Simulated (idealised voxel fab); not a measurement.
A process module follows: voxel capacitor over wiring.
The width of the displayed cross-section, cut, is 190 nm; its cells are square, with a size of 5 nm.
The cross-sections in this document take the form of a grid made of square cells. They are written out as bands, in order from top to bottom. Each band consists of one or more rows of cells.
What a band's entry tells you: where the top is and where the bottom is, as heights in nm, and after that what lies inside, material by material from left to right, each with its width in nm. Empty space is written as the word "empty", and a single material marked with the word "everywhere" occupies the band from edge to edge.
Measure heights from 0. That's the level where, below it, the as-received wafer is all one material. The lowest band is bottomless and extends downward; write it as in "0 nm and below".
The expression "30->40" gives the width at the extremes of the band, the first number at its top row of cells and the second at its bottom row, with the width changing by equal amounts from each row to the next in between.
Where the words "identical to before" appear for a step, the cross-section shows no cell changed by that step; every cell remained as before.
"Trapped cavities" specifies each empty space that is not open to the top and that occupies no fewer than 8 cells, using the form width x height at distance, the distance measured from the left edge and all three quantities in nm.
Anything after a step's settings on that line? It's the simulator's own note about the step.
You can add "overlay nm" to a step's line. For a step with a mask, it describes how far the mask lay to the right of its planned position, and a negative number describes a lay to the left.

### Planned process steps
step 1: RECEIVE: material Si
step 2: CONFORMAL_DEP: material SiO2, thk nm 15
step 3: CONFORMAL_DEP: material SiCN, thk nm 5
step 4: DIRECTIONAL_DEP: material lowk, thk nm 20
step 5: PATTERN: tone open, mask id METAL_1, material resist, width nm 30, pitch nm 95, thk nm 15, overlay nm 0
step 6: DIRECTIONAL_ETCH: etch materials lowk, depth nm 20
step 7: DIRECTIONAL_ETCH: etch materials SiCN, depth nm 5
step 8: STRIP: etch materials resist
step 9: CONFORMAL_DEP: material TiN, thk nm 5
step 10: FILL_DEP: material Ru, thk nm 5
step 11: CMP: height nm 40
step 12: EPI: material Ru, thk nm 5
step 13: FILL_DEP: material SiCN, thk nm 5
step 14: DIRECTIONAL_DEP: material SiO2, thk nm 10
step 15: PATTERN: tone open, mask id PLUG_1, material resist, width nm 15, thk nm 15, overlay nm 0
step 16: DIRECTIONAL_ETCH: etch materials SiO2, depth nm 10
step 17: DIRECTIONAL_ETCH: etch materials SiCN, depth nm 5
step 18: STRIP: etch materials resist
step 19: EPI: material Ru, thk nm 10
step 20: EPI: material Ru, thk nm 5
step 21: DIRECTIONAL_DEP: material TiN, thk nm 10
step 22: DIRECTIONAL_DEP: material HfO2, thk nm 5
step 23: DIRECTIONAL_DEP: material TiN, thk nm 5
step 24: PATTERN: tone cover, mask id UPPER_PLATE, material resist, width nm 70, thk nm 15, overlay nm 0
step 25: DIRECTIONAL_ETCH: etch materials TiN, depth nm 5
step 26: DIRECTIONAL_ETCH: etch materials HfO2, depth nm 5
step 27: STRIP: etch materials resist
step 28: MASKED_ETCH: tone cover, mask id LOWER_PLATE, width nm 80, etch materials TiN, depth nm 10, overlay nm 0
step 29: FILL_DEP: material SiO2, thk nm 15
step 30: CMP: height nm 90
step 31: DIRECTIONAL_DEP: material aC, thk nm 15
step 32: PATTERN: tone open, mask id PLUG_2, material resist, width nm 15, thk nm 35, overlay nm 0
step 33: DIRECTIONAL_ETCH: etch materials aC, depth nm 15
step 34: STRIP: etch materials resist
step 35: DIRECTIONAL_ETCH: etch materials SiO2, depth nm 10
step 36: STRIP: etch materials aC
step 37: CONFORMAL_DEP: material TiN, thk nm 5
step 38: FILL_DEP: material Ru, thk nm 5
step 39: CMP: height nm 90
step 40: CONFORMAL_DEP: material SiCN, thk nm 5

### As received (post step 1): cross-section
* 0 nm and below | Si everywhere
* Trapped cavities: none

### End-of-module cross-section. Starting structure and process plan as above; one mistake made in running it
* 95 nm to 90 nm | SiCN everywhere
* 90 nm to 85 nm | 55 of SiO2, 5 of TiN, 5 of Ru, 5 of TiN, 120 of SiO2
* 85 nm to 75 nm | 55->45 of SiO2, 15->70 of TiN, 120->75 of SiO2
* 75 nm to 70 nm | 45 of SiO2, 70 of HfO2, 75 of SiO2
* 70 nm to 60 nm | 40 of SiO2, 80 of TiN, 70 of SiO2
* 60 nm to 50 nm | 45 of SiO2, 15 of Ru, 130 of SiO2
* 50 nm to 45 nm | 45 of SiCN, 15 of Ru, 130 of SiCN
* 45 nm to 40 nm | Ru everywhere
* 40 nm to 35 nm | 35 of TiN, 20 of Ru, 75 of TiN, 20 of Ru, 40 of TiN
* 35 nm to 20 nm | 30 of lowk, 5 of TiN, 20 of Ru, 5 of TiN, 65 of lowk, 5 of TiN, 20 of Ru, 5 of TiN, 35 of lowk
* 20 nm to 15 nm | 30 of SiCN, 30 of TiN, 65 of SiCN, 30 of TiN, 35 of SiCN
* 15 nm to 0 nm | SiO2 everywhere
* 0 nm and below | Si everywhere
* Trapped cavities: none
Deviation from plan: step 4, actual vs plan mismatch, actual run DIRECTIONAL_DEP: material lowk, thk nm 15
